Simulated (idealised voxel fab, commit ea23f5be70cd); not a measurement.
Name of the process module below: voxel trench capacitor
In the cross-section labelled cut, the width is 270 nm and each square cell is 5 nm.
Just so we're on the same page, the cross-sections are grids of square cells, and they're listed out in bands top to bottom, each band one or more rows deep. In this notation a band is specified by the heights of its top and bottom, in that order and in nm, after which its materials appear from left to right, each paired with its width in nm. The word "everywhere" attached to a single material means that material fills the band from edge to edge; the word "blank" stands for empty space. Heights from 0 (as-received wafer is one material below). Bottom band endless downward, as "0 down". Width spec "30->40" -> top row of cells at first value, bottom row at second value, equal per-row change in between. Step marked "remained the same"? Then no cell in the cross-section changed in it. Enclosed voids (no open way to top), threshold 8 cells or more, entry "Closed void table", notation width x height at distance, distance from left edge, nm. Step line, after settings: the simulator's comment on this step. overlay nm: mask right of planned place by this much (step with mask). Neg. = left.
**Process steps foreseen in the plan**
| 1 | RECEIVE, material Si |
| 2 | CONFORMAL_DEP, material SiN, thk nm 5 |
| 3 | MASKED_ETCH, tone open, mask id TRENCH, width nm 15, pitch nm 40, etch materials SiN, depth nm 5, overlay nm 0 |
| 4 | MASKED_ETCH, tone open, mask id TRENCH, width nm 15, pitch nm 40, etch materials Si, depth nm 30, overlay nm 0 |
| 5 | CONFORMAL_DEP, material Al2O3, thk nm 5 |
| 6 | FILL_DEP, material polySi, thk nm 10 |
| 7 | CMP, height nm 5 |
What sets these wafers apart? The thk nm at step 2. They all start alike, and the plan carries the first wafer's value.
**Cross-section, first of several wafers, as delivered after step 1**
- 0 down: Si everywhere
- Closed void table: none
**For your reference, the table is organized with a row per wafer; each row reflects the wafer at the end of the module, indicating for each material the cells gained (+) or lost (-) since receipt, and thereafter its closed voids**
thk nm 5, +45 Al2O3, -54 Si, +45 SiN, +18 polySi, Closed void table: none
thk nm 10, +54 SiN, Closed void table: none
thk nm 15, +54 SiN, Closed void table: none
thk nm 20, +54 SiN, Closed void table: none
